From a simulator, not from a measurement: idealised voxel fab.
voxel self aligned vias: a process module
FYI the section here is cut, 285 nm wide, cells are 5 nm squares.
In this document a cross-section is written as a grid of square cells. It is given as a series of bands, listed from the top down, and a band is one or more rows of cells. Read a band's entry like this: the first values are the height of its top and the height of its bottom in nm, and what follows is the sequence of materials from left to right, each with its width in nm. Note that "empty" is empty space, and that a single material marked "everywhere" reaches across the band from edge to edge. The reference from which all heights are counted is 0, the level beneath which the as-received wafer is entirely one material; the lowest band, having no lower bound, proceeds downward and is written after the example "0 and below". So if you see something like "30..40" for the width, read it as the top row of the band sitting at the first number and the bottom row at the second, with every row in between moving by the same amount as the last. Where a step carries "same as before", the cross-section came out of it unchanged, cell for cell. Entry "Unvented cavities". Content: empty spaces with no open connection to the top, size 8 cells or greater. Each: width x height at distance. Distance: from left edge. Unit: nm. Where a step's line continues beyond its settings, the continuation is a remark by the simulator itself on that step. Among the settings permitted on a step's line is "overlay nm"; applied to a step with a mask, it specifies the extent to which the mask lay to the right of its planned position, whereas a negative figure signifies a position to the left.
Listed below are the process steps as planned:
| 1 | RECEIVE, material Si |
| 2 | CONFORMAL_DEP, material SiO2, thk nm 15 |
| 3 | CONFORMAL_DEP, material SiCN, thk nm 5 |
| 4 | DIRECTIONAL_DEP, material lowk, thk nm 30 |
| 5 | DIRECTIONAL_DEP, material aC, thk nm 10 |
| 6 | PATTERN, tone open, mask id LINES, material resist, width nm 30, pitch nm 55, thk nm 25, overlay nm 0 |
| 7 | DIRECTIONAL_ETCH, etch materials aC, depth nm 10 |
| 8 | STRIP, etch materials resist |
| 9 | DIRECTIONAL_ETCH, etch materials lowk, depth nm 30 |
| 10 | STRIP, etch materials aC |
| 11 | CONFORMAL_DEP, material TiN, thk nm 5 |
| 12 | FILL_DEP, material W, thk nm 10 |
| 13 | CMP, height nm 50 |
| 14 | SELECTIVE_ETCH, etch materials W Ru TiN, depth nm 5 |
| 15 | FILL_DEP, material SiN, thk nm 5 |
| 16 | CMP, height nm 50 |
| 17 | DIRECTIONAL_DEP, material lowk, thk nm 20 |
| 18 | PATTERN, tone open, mask id VIAS, material resist, width nm 40, thk nm 20, overlay nm 0 |
| 19 | DIRECTIONAL_ETCH, etch materials lowk, depth nm 20 |
| 20 | DIRECTIONAL_ETCH, etch materials SiN, depth nm 5 |
| 21 | STRIP, etch materials resist |
| 22 | CONFORMAL_DEP, material TiN, thk nm 5 |
| 23 | FILL_DEP, material W, thk nm 10 |
| 24 | CMP, height nm 70 |
| 25 | CONFORMAL_DEP, material SiN, thk nm 5 |
Cross-section, incoming material, after step 1:
- 0 and below: Si everywhere
- Unvented cavities: none
First wafer of two, sectioned at end of module; run went per plan:
- 75 down to 70: SiN everywhere
- 70 down to 55: 95 lowk | 5 TiN | 30 W | 5 TiN | 150 lowk
- 55 down to 50: 95 lowk | 10 TiN | 20 W | 10 TiN | 150 lowk
- 50 down to 45: 100 lowk | 30 TiN | 25 lowk | 30 SiN | 100 lowk
- 45 down to 25: 100 lowk | 5 TiN | 20 W | 5 TiN | 25 lowk | 5 TiN | 20 W | 5 TiN | 100 lowk
- 25 down to 20: 100 lowk | 30 TiN | 25 lowk | 30 TiN | 100 lowk
- 20 down to 15: SiCN everywhere
- 15 down to 0: SiO2 everywhere
- 0 and below: Si everywhere
- Unvented cavities: none
The second wafer, shown in cross-section after the module: started the same way as the first and given the same plan, yet one mistake crept into how it was run:
- 75 down to 70: SiN everywhere
- 70 down to 55: 90 W | 5 TiN | 40 lowk | 5 TiN | 145 W
- 55 down to 50: 95 TiN | 40 lowk | 25 TiN | 20 W | 105 TiN
- 50 down to 45: 100 lowk | 30 SiN | 25 lowk | 30 TiN | 100 lowk
- 45 down to 25: 100 lowk | 5 TiN | 20 W | 5 TiN | 25 lowk | 5 TiN | 20 W | 5 TiN | 100 lowk
- 25 down to 20: 100 lowk | 30 TiN | 25 lowk | 30 TiN | 100 lowk
- 20 down to 15: SiCN everywhere
- 15 down to 0: SiO2 everywhere
- 0 and below: Si everywhere
- Unvented cavities: none
Diagnosis: step 18 did not use the planned setting and instead ran as PATTERN, tone cover, mask id VIAS, material resist, width nm 40, thk nm 20, overlay nm 0
End check, counted in cells, second wafer has more or fewer of these materials than the first: TiN +41; W +123; lowk -164
